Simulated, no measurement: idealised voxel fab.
voxel quadruple lines: a process module
Xsec cut, 220 nm wide, square cell size 5 nm.
The cross-sections in this document take the form of a grid made of square cells. They are written out as bands, in order from top to bottom. Each band consists of one or more rows of cells. What a band's entry tells you: where the top is and where the bottom is, as heights in nm, and after that what lies inside, material by material from left to right, each with its width in nm. Empty space is written as the word "air", and a single material marked with the word "throughout" occupies the band from edge to edge. All heights in this document are referenced to 0, defined as the level beneath which the wafer, as received, consists entirely of one material. The lowest band is not bounded below; it extends indefinitely downward and is written in the form "top 0, no bottom". Width: "30->40" (first number = top row, second number = bottom row, same change from row to row of cells). "remained the same" (step): cross-section cells unchanged, all of them. Each empty space that has no open way to the top and spans at least 8 cells appears under "Encapsulated voids" as width x height at distance, the distance counted from the left edge, all in nm. What comes after the settings on a step's line is commentary from the simulator itself on that step. "overlay nm" answers the question of how far to the right of plan the mask lay on a step that has a mask, and when it is negative the answer is to the left.

Here's what the planned process steps look like:
1. RECEIVE with material Si
2. CONFORMAL_DEP with material SiO2, thk nm 10
3. DIRECTIONAL_DEP with material W, thk nm 15
4. DIRECTIONAL_DEP with material polySi, thk nm 20
5. DIRECTIONAL_DEP with material aC, thk nm 25
6. PATTERN with tone cover, mask id MANDREL, material resist, width nm 35, pitch nm 100, thk nm 35, overlay nm 0
7. DIRECTIONAL_ETCH with etch materials aC, depth nm 25
8. STRIP with etch materials resist
9. CONFORMAL_DEP with material SiO2, thk nm 15
10. DIRECTIONAL_ETCH with etch materials SiO2, depth nm 15
11. STRIP with etch materials aC
12. DIRECTIONAL_ETCH with etch materials polySi, depth nm 20
13. STRIP with etch materials SiO2
14. CONFORMAL_DEP with material SiCN, thk nm 10
15. DIRECTIONAL_ETCH with etch materials SiCN, depth nm 10
16. STRIP with etch materials polySi
17. DIRECTIONAL_ETCH with etch materials W, depth nm 15
18. STRIP with etch materials SiCN
19. FILL_DEP with material SiO2, thk nm 5
20. CMP with height nm 25

Incoming wafer, cross-sectional view, post step 1:
  top 0, no bottom | Si throughout
  Encapsulated voids: none

Wafer at module end, in section. Began as above, planned as above, run with one mistake:
  top 25, bottom 10 | aC throughout
  top 10, bottom 0 | SiO2 throughout
  top 0, no bottom | Si throughout
  Encapsulated voids: none
Deviation from plan: contrary to plan, step 3 was performed as DIRECTIONAL_DEP with material aC, thk nm 15
